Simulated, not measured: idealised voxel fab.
Process module in this document: voxel self aligned vias
295 nm wide, 5 nm square cells: that's cross-section cut.
Cross-section spec: square-cell grid; bands listed top down; each band is one or more rows.
Heads up on the band format: heights come first, top then bottom, in nm. After that it's the materials left to right, each with its width in nm. A single material flagged "everywhere" fills the whole band edge to edge, and "blank" means there's empty space there.
Basically, 0 is our baseline, since under it the wafer straight out of the box is all one material. The bottom band has no lower end and keeps on going down, so it looks like "0 nm and below".
Read "30->40" as a graded width: first number on top, second number at the bottom, same change between each pair of neighbouring rows.
"no alteration" for a step: no cell of the cross-section changed in that step.
Basically, "Closed void list" tells you about the enclosed voids: empty spaces with no open way to the top, 8 cells or bigger, each written width x height at distance, where distance is from the left edge, all in nm.
Note: text after step settings on the step line = simulator remark on that step.
"overlay nm" denotes, for a step that has a mask, the displacement of the mask to the right of its planned place, with negative values corresponding to the left.
# These are the steps we planned for the process
1: RECEIVE: material Si
2: CONFORMAL_DEP: material SiO2, thk nm 10
3: CONFORMAL_DEP: material SiCN, thk nm 5
4: DIRECTIONAL_DEP: material SiO2, thk nm 30
5: MASKED_ETCH: tone open, mask id LINES, width nm 25, pitch nm 65, etch materials SiO2, depth nm 30, overlay nm 0
6: CONFORMAL_DEP: material TiN, thk nm 5
7: FILL_DEP: material W, thk nm 10
8: CMP: height nm 45
9: SELECTIVE_ETCH: etch materials W Ru TiN, depth nm 10
10: FILL_DEP: material SiN, thk nm 5
11: CMP: height nm 45
12: DIRECTIONAL_DEP: material SiO2, thk nm 15
13: PATTERN: tone open, mask id VIAS, material resist, width nm 35, pitch nm 130, thk nm 15, overlay nm 0
14: DIRECTIONAL_ETCH: etch materials SiO2, depth nm 15
15: DIRECTIONAL_ETCH: etch materials SiN, depth nm 10
16: STRIP: etch materials resist
17: CONFORMAL_DEP: material TiN, thk nm 5
18: FILL_DEP: material Ru, thk nm 10
19: CMP: height nm 60
20: CONFORMAL_DEP: material SiCN, thk nm 5
# Here's what the wafer looked like in cross-section when it arrived - that's after step 1
    0 nm and below | Si everywhere
    Closed void list: none
# Starting wafer: above. Plan: above. Run: one mistake. Cross-section after the module: below
    65 nm to 60 nm | SiCN everywhere
    60 nm to 50 nm | SiO2 65; TiN 5; Ru 25; TiN 5; SiO2 95; TiN 5; Ru 25; TiN 5; SiO2 65
    50 nm to 45 nm | SiO2 65; TiN 10; Ru 15; TiN 10; SiO2 95; TiN 10; Ru 15; TiN 10; SiO2 65
    45 nm to 40 nm | SiO2 70; TiN 5; Ru 15; TiN 5; SiO2 40; SiN 25; SiO2 40; TiN 5; Ru 15; TiN 5; SiO2 70
    40 nm to 35 nm | SiO2 70; TiN 25; SiO2 40; SiN 25; SiO2 40; TiN 25; SiO2 70
    35 nm to 20 nm | SiO2 70; TiN 5; W 15; TiN 5; SiO2 40; TiN 5; W 15; TiN 5; SiO2 40; TiN 5; W 15; TiN 5; SiO2 70
    20 nm to 15 nm | SiO2 70; TiN 25; SiO2 40; TiN 25; SiO2 40; TiN 25; SiO2 70
    15 nm to 5 nm | SiO2 everywhere
    5 nm to 0 nm | SiCN everywhere
    0 nm and below | Si everywhere
    Closed void list: none
Plan not followed: so 2 and 3 got swapped relative to the plan, each ran where the other was supposed to
